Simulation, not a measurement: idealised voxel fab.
You're looking at the process module voxel wiring stack.
The figure presents cross-section cut, which has a width of 295 nm and is divided into square cells with an edge length of 5 nm.
Heads up, the way a cross-section reads in here is a grid of square cells, handed over as bands from the top down, with every band being one or more rows of cells.
It is stipulated that each band's entry specify, in nanometres, the height of the top of the band and then that of its bottom, followed by the materials of the band in left-to-right sequence, each together with its width in nanometres. A single material marked by the word "throughout" is understood to fill the band from edge to edge; the word "air" is understood to denote empty space.
Below 0: as-received wafer, all one material; heights counted from there. Lowest band: no bottom, goes on down, written "0..down".
The expression "30..40" gives the width at the extremes of the band, the first number at its top row of cells and the second at its bottom row, with the width changing by equal amounts from each row to the next in between.
"nothing got changed" for a step: no cell of the cross-section changed in that step.
Empty spaces without an open route to the top, at least 8 cells in extent, make up the entry "Enclosed void inventory"; each is given as width x height at distance, where the distance is measured from the left edge, and all are in nm.
Formally, on a step line, whatever follows the settings is a remark that the simulator itself makes on the step.
You can add "overlay nm" to a step's line. For a step with a mask, it describes how far the mask lay to the right of its planned position, and a negative number describes a lay to the left.
Steps planned for the process
- 1: RECEIVE | material Si
- 2: CONFORMAL_DEP | material SiO2 | thk nm 10
- 3: DIRECTIONAL_DEP | material TiN | thk nm 5
- 4: DIRECTIONAL_DEP | material Ru | thk nm 20
- 5: MASKED_ETCH | tone cover | mask id METAL_1 | width nm 30 | pitch nm 50 | etch materials Ru | depth nm 20 | overlay nm 0
- 6: MASKED_ETCH | tone cover | mask id METAL_1 | width nm 30 | pitch nm 50 | etch materials TiN | depth nm 5 | overlay nm 0
- 7: FILL_DEP | material SiO2 | thk nm 5
- 8: CMP | height nm 35
- 9: CONFORMAL_DEP | material SiCN | thk nm 5
- 10: DIRECTIONAL_DEP | material lowk | thk nm 25
- 11: MASKED_ETCH | tone open | mask id METAL_2_HOLES | width nm 15 | pitch nm 50 | etch materials lowk | depth nm 25 | overlay nm 0
- 12: MASKED_ETCH | tone open | mask id METAL_2 | width nm 30 | pitch nm 50 | etch materials lowk | depth nm 15 | overlay nm 0
- 13: MASKED_ETCH | tone open | mask id METAL_2 | width nm 30 | pitch nm 50 | etch materials SiCN | depth nm 5 | overlay nm 0
- 14: CONFORMAL_DEP | material TiN | thk nm 5
- 15: FILL_DEP | material Ru | thk nm 5
- 16: CMP | height nm 65
- 17: CONFORMAL_DEP | material SiCN | thk nm 5
- 18: DIRECTIONAL_DEP | material SiO2 | thk nm 10
- 19: MASKED_ETCH | tone open | mask id PLUG_2 | width nm 15 | pitch nm 100 | etch materials SiO2 | depth nm 10 | overlay nm 0
- 20: MASKED_ETCH | tone open | mask id PLUG_2 | width nm 15 | pitch nm 100 | etch materials SiCN | depth nm 5 | overlay nm 0
- 21: EPI | material Ru | thk nm 10
- 22: EPI | material Ru | thk nm 5
- 23: DIRECTIONAL_DEP | material TiN | thk nm 5
- 24: DIRECTIONAL_DEP | material W | thk nm 25
- 25: MASKED_ETCH | tone cover | mask id METAL_3 | width nm 30 | pitch nm 50 | etch materials W | depth nm 25 | overlay nm 0
- 26: MASKED_ETCH | tone cover | mask id METAL_3 | width nm 30 | pitch nm 50 | etch materials TiN | depth nm 5 | overlay nm 0
- 27: CONFORMAL_DEP | material SiCN | thk nm 5
- 28: FILL_DEP | material lowk | thk nm 5
- 29: CMP | height nm 110
- 30: CONFORMAL_DEP | material SiCN | thk nm 5
- 31: DIRECTIONAL_DEP | material SiO2 | thk nm 25
- 32: DIRECTIONAL_DEP | material aC | thk nm 10
- 33: PATTERN | tone open | mask id METAL_4 | material resist | width nm 30 | pitch nm 50 | thk nm 25 | overlay nm 0
- 34: DIRECTIONAL_ETCH | etch materials aC | depth nm 10
- 35: STRIP | etch materials resist
- 36: DIRECTIONAL_ETCH | etch materials SiO2 | depth nm 15
- 37: STRIP | etch materials aC
- 38: MASKED_ETCH | tone open | mask id METAL_4_HOLES | width nm 15 | pitch nm 50 | etch materials SiO2 | depth nm 10 | overlay nm 0
- 39: MASKED_ETCH | tone open | mask id METAL_4_HOLES | width nm 15 | pitch nm 50 | etch materials SiCN | depth nm 5 | overlay nm 0
- 40: CONFORMAL_DEP | material TiN | thk nm 5
- 41: FILL_DEP | material Cu | thk nm 10
- 42: CMP | height nm 140
- 43: CONFORMAL_DEP | material SiN | thk nm 5
Wafer cross-section on receipt, i.e. after step 1
> 0..down = Si throughout
> Enclosed void inventory: none
One mistake in running the module, otherwise start and plan as above: cross-section at the end
> 145..140 = SiN throughout
> 140..130 = 55 of SiO2, 5 of TiN, 20 of Cu, 5 of TiN, 20 of SiO2, 5 of TiN, 20 of Cu, 5 of TiN, 20 of SiO2, 5 of TiN, 20 of Cu, 5 of TiN, 20 of SiO2, 5 of TiN, 20 of Cu, 5 of TiN, 60 of SiO2
> 130..125 = 55 of SiO2, 5 of TiN, 5 of Cu, 20 of TiN, 20 of SiO2, 5 of TiN, 5 of Cu, 20 of TiN, 20 of SiO2, 5 of TiN, 5 of Cu, 20 of TiN, 20 of SiO2, 5 of TiN, 5 of Cu, 20 of TiN, 60 of SiO2
> 125..115 = 55 of SiO2, 5 of TiN, 5 of Cu, 5 of TiN, 35 of SiO2, 5 of TiN, 5 of Cu, 5 of TiN, 35 of SiO2, 5 of TiN, 5 of Cu, 5 of TiN, 35 of SiO2, 5 of TiN, 5 of Cu, 5 of TiN, 75 of SiO2
> 115..110 = 55 of SiCN, 15 of TiN, 35 of SiCN, 15 of TiN, 35 of SiCN, 15 of TiN, 35 of SiCN, 15 of TiN, 75 of SiCN
> 110..85 = 50 of lowk, 5 of SiCN, 30 of W, 5 of SiCN, 10 of lowk, 5 of SiCN, 30 of W, 5 of SiCN, 10 of lowk, 5 of SiCN, 30 of W, 5 of SiCN, 10 of lowk, 5 of SiCN, 30 of W, 5 of SiCN, 55 of lowk
> 85..80 = 55 of SiCN, 30 of TiN, 20 of SiCN, 30 of TiN, 20 of SiCN, 30 of TiN, 20 of SiCN, 30 of TiN, 60 of SiCN
> 80..70 = 55 of SiO2, 15 of Ru, 85 of SiO2, 15 of Ru, 125 of SiO2
> 70..65 = 55 of SiCN, 15 of Ru, 85 of SiCN, 15 of Ru, 125 of SiCN
> 65..55 = 55 of lowk, 5 of TiN, 20 of Ru, 5 of TiN, 20 of lowk, 5 of TiN, 20 of Ru, 5 of TiN, 20 of lowk, 5 of TiN, 20 of Ru, 5 of TiN, 20 of lowk, 5 of TiN, 20 of Ru, 5 of TiN, 60 of lowk
> 55..50 = 55 of lowk, 5 of TiN, 5 of Ru, 20 of TiN, 20 of lowk, 5 of TiN, 5 of Ru, 20 of TiN, 20 of lowk, 5 of TiN, 5 of Ru, 20 of TiN, 20 of lowk, 5 of TiN, 5 of Ru, 20 of TiN, 60 of lowk
> 50..40 = 55 of lowk, 5 of TiN, 5 of Ru, 5 of TiN, 35 of lowk, 5 of TiN, 5 of Ru, 5 of TiN, 35 of lowk, 5 of TiN, 5 of Ru, 5 of TiN, 35 of lowk, 5 of TiN, 5 of Ru, 5 of TiN, 75 of lowk
> 40..35 = 55 of SiCN, 15 of TiN, 35 of SiCN, 15 of TiN, 35 of SiCN, 15 of TiN, 35 of SiCN, 15 of TiN, 75 of SiCN
> 35..15 = 45 of SiO2, 30 of Ru, 20 of SiO2, 30 of Ru, 20 of SiO2, 30 of Ru, 20 of SiO2, 30 of Ru, 70 of SiO2
> 15..10 = 45 of SiO2, 40 of TiN, 10 of SiO2, 40 of TiN, 10 of SiO2, 40 of TiN, 10 of SiO2, 40 of TiN, 60 of SiO2
> 10..0 = SiO2 throughout
> 0..down = Si throughout
> Enclosed void inventory: none
Want to know what went wrong? step 5 did not happen as planned, as run it was MASKED_ETCH | tone cover | mask id METAL_1 | width nm 30 | pitch nm 50 | etch materials Ru | depth nm 20 | overlay nm -10
